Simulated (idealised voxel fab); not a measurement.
Name of the process module below: voxel ribs on slabs
Square cell edge 5 nm, section width 205 nm, ID cut.
Just so we're on the same page, the cross-sections are grids of square cells, and they're listed out in bands top to bottom, each band one or more rows deep. Band entry format. Leading values: height of top, height of bottom, nm. Remainder: materials in left-to-right order, each with its width in nm. Special words: "throughout" on a single material, which then fills the band edge to edge; "air", empty space. Zero point of the height axis is 0; under it, received wafer = one material. Lowest band: continues down indefinitely, "z 0 and below". The two numbers in a width such as "30->40" mark its ends across the band: the first belongs to the top row of cells, the second to the bottom row, and from each row to the next the width moves by the same amount. "nothing changed" (step): cross-section cells unchanged, all of them. "Closed void catalog" enumerates empty spaces isolated from the top, with no open way to it, that contain at least 8 cells, giving each as width x height at distance from the left edge, all three in nm. If you see something after the settings on a step's line, that's the simulator's own remark about that step. overlay nm: step with mask; distance mask lay right of planned place; negative value = left of planned place.
LISTED BELOW ARE THE PROCESS STEPS AS PLANNED
- 1: RECEIVE, material Si
- 2: DIRECTIONAL_DEP, material SiO2, thk nm 20
- 3: DIRECTIONAL_DEP, material SiN, thk nm 25
- 4: DIRECTIONAL_DEP, material aC, thk nm 10
- 5: PATTERN, tone cover, mask id RIB, material resist, width nm 20, thk nm 25, overlay nm 0
- 6: DIRECTIONAL_ETCH, etch materials aC, depth nm 10
- 7: STRIP, etch materials resist
- 8: DIRECTIONAL_ETCH, etch materials SiN, depth nm 15
- 9: STRIP, etch materials aC
- 10: MASKED_ETCH, tone cover, mask id SLAB, width nm 70, etch materials SiN, depth nm 10, overlay nm 0
- 11: FILL_DEP, material SiO2, thk nm 20
- 12: CMP, height nm 55
- 13: DIRECTIONAL_DEP, material TiN, thk nm 5
- 14: PATTERN, tone cover, mask id HEATER, material resist, width nm 30, thk nm 15, overlay nm 0
- 15: DIRECTIONAL_ETCH, etch materials TiN, depth nm 5
- 16: STRIP, etch materials resist
- 17: CONFORMAL_DEP, material SiN, thk nm 10
FIRST OUT OF TWO WAFERS; RUN WENT TO PLAN
THE CROSS-SECTION HERE SHOWS THE WAFER AS RECEIVED, I.E. IN ITS STATE AFTER STEP 1
z 0 and below | Si throughout
Closed void catalog: none
STEP 2 COMPLETE: CROSS-SECTION THROUGH THE WAFER
z 20 to 0 | SiO2 throughout
Below 0, no change.
STEP 3 COMPLETE: CROSS-SECTION THROUGH THE WAFER
z 45 to 20 | SiN throughout
Below 20, no change.
STEP 4 COMPLETE: CROSS-SECTION THROUGH THE WAFER
z 55 to 45 | aC throughout
Below 45, no change.
STEP 5 COMPLETE: CROSS-SECTION THROUGH THE WAFER
z 80 to 55 | 90 air; 20 resist; 95 air
Below 55, no change.
STEP 6 COMPLETE: CROSS-SECTION THROUGH THE WAFER
z 70 to 55 | 90 air; 20 resist; 95 air
z 55 to 45 | 90 air; 20 aC; 95 air
Below 45, no change.
STEP 7 COMPLETE: CROSS-SECTION THROUGH THE WAFER
z 55 to 45 | 90 air; 20 aC; 95 air
Below 45, no change.
STEP 8 COMPLETE: CROSS-SECTION THROUGH THE WAFER
z 55 to 45 | 90 air; 20 aC; 95 air
z 45 to 30 | 90 air; 20 SiN; 95 air
Below 30, no change.
STEP 9 COMPLETE: CROSS-SECTION THROUGH THE WAFER
z 45 to 30 | 90 air; 20 SiN; 95 air
Below 30, no change.
STEP 10 COMPLETE: CROSS-SECTION THROUGH THE WAFER
z 45 to 30 | 90 air; 20 SiN; 95 air
z 30 to 20 | 65 air; 70 SiN; 70 air
Below 20, no change.
STEP 11 COMPLETE: CROSS-SECTION THROUGH THE WAFER
z 65 to 45 | SiO2 throughout
z 45 to 30 | 90 SiO2; 20 SiN; 95 SiO2
z 30 to 20 | 65 SiO2; 70 SiN; 70 SiO2
Below 20, no change.
STEP 12 COMPLETE: CROSS-SECTION THROUGH THE WAFER
z 55 to 45 | SiO2 throughout
Below 45, no change.
STEP 13 COMPLETE: CROSS-SECTION THROUGH THE WAFER
z 60 to 55 | TiN throughout
Below 55, no change.
STEP 14 COMPLETE: CROSS-SECTION THROUGH THE WAFER
z 75 to 60 | 85 air; 30 resist; 90 air
Below 60, no change.
STEP 15 COMPLETE: CROSS-SECTION THROUGH THE WAFER
z 75 to 60 | 85 air; 30 resist; 90 air
z 60 to 55 | 85 air; 30 TiN; 90 air
Below 55, no change.
STEP 16 COMPLETE: CROSS-SECTION THROUGH THE WAFER
z 60 to 55 | 85 air; 30 TiN; 90 air
Below 55, no change.
STEP 17 COMPLETE: CROSS-SECTION THROUGH THE WAFER
z 70 to 65 | 75 air; 50 SiN; 80 air
z 65 to 60 | SiN throughout
z 60 to 55 | 85 SiN; 30 TiN; 90 SiN
Below 55, no change.
THE SECOND WAFER: COMMON ORIGIN AND PLAN, ONE MISTAKE IN EXECUTION, IDENTICAL TO THE FIRST THROUGH STEP 16
X-section, second wafer, when step 17 was due to finish: nothing changed
Heads up, the wafer didn't run the way we planned it: no execution of plan step 17; skipped
at the end the second wafer has, in cells: -86 SiN
